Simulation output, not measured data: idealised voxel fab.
Proc. module: voxel self aligned vias
For reference, the cross-section in this document is cut, with width 285 nm and square cells of 5 nm.
Format of a cross-section: grid, square cells. Given as bands. Order: top down. Band: one or more rows of cells. Band: top and bottom heights (nm) first, top before bottom; then materials from left to right, widths in nm. "all across" marks a sole material filling the band edge to edge. "empty" denotes empty space. Heads up on the height convention: 0 is the point under which the incoming wafer is all one material, and the lowest band has no bottom, it just keeps going down, like "0 down". With a width like "30 to 40", each row of cells in the band differs from the next by the same amount, the top row carrying the first number and the bottom row the second. Step note "remains unaltered" = no cross-section cell changed. Look at "Internal closed voids" for the closed voids: empty spaces with no open path to the top, sized 8 cells or up. Each is width x height at distance, distance from the left edge, all nm. Post-settings text on a step line: simulator's own remark regarding the step. For masked steps, "overlay nm" on the step line gives how far right of plan the mask actually lay; a minus sign means it lay to the left.
THE STEPS PLANNED FOR THE PROCESS ARE AS FOLLOWS
1,op RECEIVE | material Si
2,op CONFORMAL_DEP | material SiO2 | thk nm 10
3,op CONFORMAL_DEP | material SiCN | thk nm 5
4,op DIRECTIONAL_DEP | material lowk | thk nm 30
5,op MASKED_ETCH | tone open | mask id LINES | width nm 30 | pitch nm 75 | etch materials lowk | depth nm 30 | overlay nm 0
6,op CONFORMAL_DEP | material TiN | thk nm 5
7,op FILL_DEP | material Ru | thk nm 5
8,op CMP | height nm 45
9,op SELECTIVE_ETCH | etch materials W Ru TiN | depth nm 5
10,op FILL_DEP | material SiN | thk nm 5
11,op CMP | height nm 45
12,op DIRECTIONAL_DEP | material lowk | thk nm 20
13,op MASKED_ETCH | tone open | mask id VIAS | width nm 50 | pitch nm 75 | etch materials lowk | depth nm 20 | overlay nm 0
14,op MASKED_ETCH | tone open | mask id VIAS | width nm 50 | pitch nm 75 | etch materials SiN | depth nm 5 | overlay nm 0
15,op CONFORMAL_DEP | material TiN | thk nm 5
16,op FILL_DEP | material Cu | thk nm 5
17,op CMP | height nm 65
18,op CONFORMAL_DEP | material SiCN | thk nm 5
STEP 1 COMPLETE: CROSS-SECTION OF THE WAFER AS RECEIVED
> 0 down | Si all across
> Internal closed voids: none
SECTIONED VIEW, FIRST OF TWO WAFERS, AT THE CLOSE OF THE MODULE, PROCESSED AS INTENDED IN THE PLAN
> 70 to 65 | SiCN all across
> 65 to 50 | lowk 80  TiN 5  Cu 40  TiN 5  lowk 25  TiN 5  Cu 40  TiN 5  lowk 80
> 50 to 45 | lowk 80  TiN 15  Cu 20  TiN 15  lowk 25  TiN 15  Cu 20  TiN 15  lowk 80
> 45 to 40 | lowk 90  TiN 30  lowk 45  TiN 30  lowk 90
> 40 to 20 | lowk 90  TiN 5  Ru 20  TiN 5  lowk 45  TiN 5  Ru 20  TiN 5  lowk 90
> 20 to 15 | lowk 90  TiN 30  lowk 45  TiN 30  lowk 90
> 15 to 10 | SiCN all across
> 10 to 0 | SiO2 all across
> 0 down | Si all across
> Internal closed voids: none
WAFER TWO, SECTIONED AFTER THE MODULE: THE FIRST WAFER'S START, THE FIRST WAFER'S PLAN, AND ONE MISTAKE IN HOW IT WAS RUN
> 70 to 65 | SiCN all across
> 65 to 50 | lowk 80  TiN 5  Cu 40  TiN 5  lowk 25  TiN 5  Cu 40  TiN 5  lowk 80
> 50 to 45 | lowk 80  TiN 50  lowk 25  TiN 50  lowk 80
> 45 to 20 | lowk 90  TiN 5  Cu 20  TiN 5  lowk 45  TiN 5  Cu 20  TiN 5  lowk 90
> 20 to 15 | lowk 90  TiN 30  lowk 45  TiN 30  lowk 90
> 15 to 10 | SiCN all across
> 10 to 0 | SiO2 all across
> 0 down | Si all across
> Internal closed voids: none
So what did we get wrong on this run? rather than as planned, step 7 actually ran as op FILL_DEP | material Cu | thk nm 5
Looking at both finished wafers in cells, the second ends up ahead of or behind the first on some materials: 32 more of Cu; 32 fewer of Ru
